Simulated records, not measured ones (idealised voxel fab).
The process module presented herein is designated voxel self aligned contacts.
The figure presents cross-section cut, which has a width of 230 nm and is divided into square cells with an edge length of 5 nm.
Just so we're on the same page, the cross-sections are grids of square cells, and they're listed out in bands top to bottom, each band one or more rows deep.
The entry gives the band's vertical extent as a top height and a bottom height in nm, then its horizontal make-up as materials from left to right, each with a width in nm. "blank" stands for empty space; a single material marked "full width" fills the band edge to edge.
Convention: height 0 is the level below which the wafer, as received, is all one material. The lowest band does not terminate at the bottom but continues downward, represented as "from 0 down".
You'd read "30->40" like this: the band's top row of cells is as wide as the first number, its bottom row is as wide as the second, and going down, every row changes width by the same amount as the row before did.
"nothing got changed" means the step left every cell of the cross-section as it was.
In the "Closed void list" entry, you get each enclosed empty space of 8 cells or more, one with no open way to the top, written width x height at distance, distance from the left edge, in nm.
Anything after a step's settings on that line? It's the simulator's own note about the step.
"overlay nm" on a masked step: distance the mask lay right of its planned place, negative for left.
Process steps (planned)
1,RECEIVE: material Si
2,CONFORMAL_DEP: material SiO2, thk nm 5
3,DIRECTIONAL_DEP: material polySi, thk nm 30
4,DIRECTIONAL_DEP: material SiN, thk nm 15
5,DIRECTIONAL_DEP: material aC, thk nm 15
6,PATTERN: tone cover, mask id GATE, material resist, width nm 25, pitch nm 55, thk nm 35, overlay nm 0
7,DIRECTIONAL_ETCH: etch materials aC, depth nm 15
8,STRIP: etch materials resist
9,DIRECTIONAL_ETCH: etch materials SiN, depth nm 15
10,DIRECTIONAL_ETCH: etch materials polySi, depth nm 30
11,STRIP: etch materials aC
12,CONFORMAL_DEP: material SiN, thk nm 5
13,DIRECTIONAL_ETCH: etch materials SiN, depth nm 5
14,FILL_DEP: material SiO2, thk nm 20
15,CMP: height nm 60
16,DIRECTIONAL_DEP: material aC, thk nm 10
17,PATTERN: tone open, mask id CONTACT, material resist, width nm 40, thk nm 30, overlay nm 0
18,DIRECTIONAL_ETCH: etch materials aC, depth nm 10
19,STRIP: etch materials resist
20,DIRECTIONAL_ETCH: etch materials SiO2, depth nm 60
21,STRIP: etch materials aC
22,CONFORMAL_DEP: material TiN, thk nm 5
23,FILL_DEP: material W, thk nm 10
24,CMP: height nm 60
25,CONFORMAL_DEP: material SiN, thk nm 5
Step 1 complete: cross-section of the wafer as received
  from 0 down = Si full width
  Closed void list: none
One mistake in running the module, otherwise start and plan as above: cross-section at the end
  from 65 to 60 = SiN full width
  from 60 to 50 = SiO2 95, then TiN 5->15, then W 30->10, then TiN 5->15, then SiO2 95
  from 50 to 35 = SiO2 70, then SiN 35, then TiN 5, then W 10, then TiN 5, then SiN 35, then SiO2 70
  from 35 to 30 = SiO2 105, then TiN 20, then SiO2 105
  from 30 to 0 = polySi full width
  from 0 down = Si full width
  Closed void list: none
It is concluded that the wafer was processed incorrectly with respect to the plan, in that transposition of steps 2 and 3 relative to the planned sequence
